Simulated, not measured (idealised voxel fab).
You're looking at the process module voxel capacitor over wiring.
Section shown: cut. Width: 245 nm. Cell size: 5 nm, square.
When this document writes out a cross-section, it uses a grid of square cells and lists it as bands, beginning at the top and moving down, with a band standing for one or more rows of cells. Per band: top height and bottom height in nm, followed by the left-to-right materials and their widths in nm; "all across" marks a single material spanning edge to edge, "blank" marks empty space. Beneath 0, the wafer as received is one material, and that level is where height counting begins. The lowest band goes on downward without a bottom; it is written like "top 0, no bottom". The two numbers in a width such as "30..40" mark its ends across the band: the first belongs to the top row of cells, the second to the bottom row, and from each row to the next the width moves by the same amount. You'll sometimes find "identical to before" written for a step, and that's the way of saying that nowhere in the cross-section did a cell change during that step. Entry "Enclosed void list". Content: empty spaces with no open connection to the top, size 8 cells or greater. Each: width x height at distance. Distance: from left edge. Unit: nm. On a step's line, text after the settings is the simulator commenting on that step. The setting "overlay nm" may be written on the line of a step. When the step uses a mask, the value reports how far to the right of the planned place the mask lay, and a negative value reports that it lay to the left.

PLAN
1: RECEIVE with material Si
2: CONFORMAL_DEP with material SiO2, thk nm 15
3: DIRECTIONAL_DEP with material TiN, thk nm 5
4: DIRECTIONAL_DEP with material W, thk nm 20
5: DIRECTIONAL_DEP with material aC, thk nm 15
6: PATTERN with tone cover, mask id METAL_1, material resist, width nm 30, pitch nm 90, thk nm 35, overlay nm 0
7: DIRECTIONAL_ETCH with etch materials aC, depth nm 15
8: STRIP with etch materials resist
9: DIRECTIONAL_ETCH with etch materials W, depth nm 20
10: DIRECTIONAL_ETCH with etch materials TiN, depth nm 5
11: STRIP with etch materials aC
12: FILL_DEP with material lowk, thk nm 5
13: CMP with height nm 40
14: CONFORMAL_DEP with material SiCN, thk nm 5
15: DIRECTIONAL_DEP with material lowk, thk nm 10
16: DIRECTIONAL_DEP with material aC, thk nm 10
17: PATTERN with tone open, mask id PLUG_1, material resist, width nm 15, thk nm 25, overlay nm 0
18: DIRECTIONAL_ETCH with etch materials aC, depth nm 10
19: STRIP with etch materials resist
20: DIRECTIONAL_ETCH with etch materials lowk, depth nm 10
21: DIRECTIONAL_ETCH with etch materials SiCN, depth nm 5
22: STRIP with etch materials aC
23: EPI with material Ru, thk nm 10
24: EPI with material Ru, thk nm 5
25: DIRECTIONAL_DEP with material TiN, thk nm 5
26: DIRECTIONAL_DEP with material Al2O3, thk nm 5
27: DIRECTIONAL_DEP with material TiN, thk nm 5
28: PATTERN with tone cover, mask id UPPER_PLATE, material resist, width nm 65, thk nm 15, overlay nm 0
29: DIRECTIONAL_ETCH with etch materials TiN, depth nm 5
30: DIRECTIONAL_ETCH with etch materials Al2O3, depth nm 5
31: STRIP with etch materials resist
32: DIRECTIONAL_DEP with material aC, thk nm 10
33: PATTERN with tone cover, mask id LOWER_PLATE, material resist, width nm 75, thk nm 30, overlay nm 0
34: DIRECTIONAL_ETCH with etch materials aC, depth nm 10
35: STRIP with etch materials resist
36: DIRECTIONAL_ETCH with etch materials TiN, depth nm 5
37: STRIP with etch materials aC
38: FILL_DEP with material SiO2, thk nm 15
39: CMP with height nm 80
40: PATTERN with tone open, mask id PLUG_2, material resist, width nm 15, thk nm 15, overlay nm 0
41: DIRECTIONAL_ETCH with etch materials SiO2, depth nm 10
42: STRIP with etch materials resist
43: CONFORMAL_DEP with material TiN, thk nm 5
44: FILL_DEP with material Cu, thk nm 10
45: CMP with height nm 80
46: CONFORMAL_DEP with material SiN, thk nm 5

CROSS-SECTION: WAFER ON ARRIVAL = AFTER STEP 1
- top 0, no bottom  Si all across
- Enclosed void list: none

THE PLAN ABOVE WAS CARRIED OUT ON THE STARTING STRUCTURE ABOVE WITH ONE MISTAKE, AND THIS CROSS-SECTION SHOWS THE WAFER AT THE END OF THE MODULE
- top 85, bottom 80  SiN all across
- top 80, bottom 75  85 nm SiO2  5 nm TiN  5 nm Cu  5 nm TiN  145 nm SiO2
- top 75, bottom 70  85 nm SiO2  15 nm TiN  145 nm SiO2
- top 70, bottom 65  SiO2 all across
- top 65, bottom 60  75 nm SiO2  65 nm Al2O3  105 nm SiO2
- top 60, bottom 55  70 nm TiN  5 nm SiO2  65 nm TiN  5 nm SiO2  100 nm TiN
- top 55, bottom 45  75 nm lowk  15 nm Ru  155 nm lowk
- top 45, bottom 40  75 nm SiCN  15 nm Ru  155 nm SiCN
- top 40, bottom 20  60 nm lowk  30 nm W  60 nm lowk  30 nm W  65 nm lowk
- top 20, bottom 15  60 nm lowk  30 nm TiN  60 nm lowk  30 nm TiN  65 nm lowk
- top 15, bottom 0  SiO2 all across
- top 0, no bottom  Si all across
- Enclosed void list: none
Deviation from plan: step 33 ran with different settings than intended, the actual operation and settings being PATTERN with tone open, mask id LOWER_PLATE, material resist, width nm 75, thk nm 30, overlay nm 0
